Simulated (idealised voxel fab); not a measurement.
process module | voxel quadruple lines
cross-section cut | 160 nm wide | cells 5 nm
A cross-section is a grid of square cells, given in bands from the top down. A band is one or more rows of cells.
Each band's line starts with the height of the band's top and of its bottom, in nm. Then come its materials from left to right, each with its width in nm. One material with "throughout" fills the band from edge to edge. "air" is empty space.
Height 0 is the level under which the wafer as received is all one material. The lowest band goes on downwards, as in "0 down".
A width such as "30 to 40" changes by the same amount from each row of cells to the next, from the band's top row to its bottom row.
"no change" after a step means that no cell of the cross-section changed.
closed voids: empty space of 8 cells or more with no open way to the top, each as width x height at its distance from the left edge, in nm
after a step's settings: what the simulator itself notes on the step
overlay nm, on a step with a mask: how far to the right of its planned place the mask lay; to the left if negative
plan
1 op RECEIVE | material Si
2 op CONFORMAL_DEP | material Al2O3 | thk nm 10
3 op DIRECTIONAL_DEP | material Ru | thk nm 10
4 op DIRECTIONAL_DEP | material polySi | thk nm 20
5 op DIRECTIONAL_DEP | material aC | thk nm 25
6 op PATTERN | tone cover | mask id MANDREL | material resist | width nm 30 | thk nm 30 | overlay nm 0
7 op DIRECTIONAL_ETCH | etch materials aC | depth nm 25
8 op STRIP | etch materials resist
9 op CONFORMAL_DEP | material SiO2 | thk nm 10
10 op DIRECTIONAL_ETCH | etch materials SiO2 | depth nm 10
11 op STRIP | etch materials aC
12 op DIRECTIONAL_ETCH | etch materials polySi | depth nm 20
13 op STRIP | etch materials SiO2
14 op CONFORMAL_DEP | material SiCN | thk nm 10
15 op DIRECTIONAL_ETCH | etch materials SiCN | depth nm 10
16 op STRIP | etch materials polySi
17 op DIRECTIONAL_ETCH | etch materials Ru | depth nm 10
18 op STRIP | etch materials SiCN
19 op FILL_DEP | material lowk | thk nm 5
20 op CMP | height nm 20
first wafer, as planned
as received, after step 1
  0 down: Si throughout
  closed voids: none
after step 2
  10 to 0: Al2O3 throughout
  below 0: unchanged
after step 3
  20 to 10: Ru throughout
  below 10: unchanged
after step 4
  40 to 20: polySi throughout
  below 20: unchanged
after step 5
  65 to 40: aC throughout
  below 40: unchanged
after step 6
  95 to 65: air 65 | resist 30 | air 65
  below 65: unchanged
after step 7
  70 to 65: air 65 | resist 30 | air 65
  65 to 40: air 65 | aC 30 | air 65
  below 40: unchanged
after step 8
  65 to 40: air 65 | aC 30 | air 65
  below 40: unchanged
after step 9
  75 to 65: air 55 | SiO2 50 | air 55
  65 to 50: air 55 | SiO2 10 | aC 30 | SiO2 10 | air 55
  50 to 40: SiO2 65 | aC 30 | SiO2 65
  below 40: unchanged
after step 10
  65 to 40: air 55 | SiO2 10 | aC 30 | SiO2 10 | air 55
  below 40: unchanged
after step 11
  65 to 40: air 55 | SiO2 10 | air 30 | SiO2 10 | air 55
  below 40: unchanged
after step 12
  65 to 40: air 55 | SiO2 10 | air 30 | SiO2 10 | air 55
  40 to 20: air 55 | polySi 10 | air 30 | polySi 10 | air 55
  below 20: unchanged
after step 13
  40 to 20: air 55 | polySi 10 | air 30 | polySi 10 | air 55
  below 20: unchanged
after step 14
  50 to 40: air 45 | SiCN 30 | air 10 | SiCN 30 | air 45
  40 to 30: air 45 | SiCN 10 | polySi 10 | SiCN 10 | air 10 | SiCN 10 | polySi 10 | SiCN 10 | air 45
  30 to 20: SiCN 55 | polySi 10 | SiCN 30 | polySi 10 | SiCN 55
  below 20: unchanged
after step 15
  40 to 20: air 45 | SiCN 10 | polySi 10 | SiCN 10 | air 10 | SiCN 10 | polySi 10 | SiCN 10 | air 45
  below 20: unchanged
after step 16
  40 to 20: air 45 | SiCN 10 | air 10 | SiCN 10 | air 10 | SiCN 10 | air 10 | SiCN 10 | air 45
  below 20: unchanged
after step 17
  40 to 20: air 45 | SiCN 10 | air 10 | SiCN 10 | air 10 | SiCN 10 | air 10 | SiCN 10 | air 45
  20 to 10: air 45 | Ru 10 | air 10 | Ru 10 | air 10 | Ru 10 | air 10 | Ru 10 | air 45
  below 10: unchanged
after step 18
  20 to 10: air 45 | Ru 10 | air 10 | Ru 10 | air 10 | Ru 10 | air 10 | Ru 10 | air 45
  below 10: unchanged
after step 19
  25 to 20: lowk throughout
  20 to 10: lowk 45 | Ru 10 | lowk 10 | Ru 10 | lowk 10 | Ru 10 | lowk 10 | Ru 10 | lowk 45
  below 10: unchanged
after step 20
  20 to 10: lowk 45 | Ru 10 | lowk 10 | Ru 10 | lowk 10 | Ru 10 | lowk 10 | Ru 10 | lowk 45
  below 10: unchanged
second wafer: like start, like plan, one mistake. Through step 7 it matches the first wafer
when step 8 should have ended: no change
when step 9 should have ended
  80 to 70: air 55 | SiO2 50 | air 55
  70 to 65: air 55 | SiO2 10 | resist 30 | SiO2 10 | air 55
  65 to 50: air 55 | SiO2 10 | aC 30 | SiO2 10 | air 55
  50 to 40: SiO2 65 | aC 30 | SiO2 65
  below 40: unchanged
when step 10 should have ended
  70 to 65: air 55 | SiO2 10 | resist 30 | SiO2 10 | air 55
  65 to 40: air 55 | SiO2 10 | aC 30 | SiO2 10 | air 55
  below 40: unchanged
when step 11 should have ended
  70 to 40: air 55 | SiO2 10 | air 30 | SiO2 10 | air 55
  below 40: unchanged
when step 12 should have ended
  70 to 40: air 55 | SiO2 10 | air 30 | SiO2 10 | air 55
  40 to 20: air 55 | polySi 10 | air 30 | polySi 10 | air 55
  below 20: unchanged
when step 13 should have ended
  40 to 20: air 55 | polySi 10 | air 30 | polySi 10 | air 55
  below 20: unchanged
when step 14 should have ended
  50 to 40: air 45 | SiCN 30 | air 10 | SiCN 30 | air 45
  40 to 30: air 45 | SiCN 10 | polySi 10 | SiCN 10 | air 10 | SiCN 10 | polySi 10 | SiCN 10 | air 45
  30 to 20: SiCN 55 | polySi 10 | SiCN 30 | polySi 10 | SiCN 55
  below 20: unchanged
when step 15 should have ended
  40 to 20: air 45 | SiCN 10 | polySi 10 | SiCN 10 | air 10 | SiCN 10 | polySi 10 | SiCN 10 | air 45
  below 20: unchanged
when step 16 should have ended
  40 to 20: air 45 | SiCN 10 | air 10 | SiCN 10 | air 10 | SiCN 10 | air 10 | SiCN 10 | air 45
  below 20: unchanged
when step 17 should have ended
  40 to 20: air 45 | SiCN 10 | air 10 | SiCN 10 | air 10 | SiCN 10 | air 10 | SiCN 10 | air 45
  20 to 10: air 45 | Ru 10 | air 10 | Ru 10 | air 10 | Ru 10 | air 10 | Ru 10 | air 45
  below 10: unchanged
when step 18 should have ended
  20 to 10: air 45 | Ru 10 | air 10 | Ru 10 | air 10 | Ru 10 | air 10 | Ru 10 | air 45
  below 10: unchanged
when step 19 should have ended
  25 to 20: lowk throughout
  20 to 10: lowk 45 | Ru 10 | lowk 10 | Ru 10 | lowk 10 | Ru 10 | lowk 10 | Ru 10 | lowk 45
  below 10: unchanged
when step 20 should have ended
  20 to 10: lowk 45 | Ru 10 | lowk 10 | Ru 10 | lowk 10 | Ru 10 | lowk 10 | Ru 10 | lowk 45
  below 10: unchanged
what went wrong: step 8 was left out
at the end the two cross-sections are the same: no effect in what this model computes
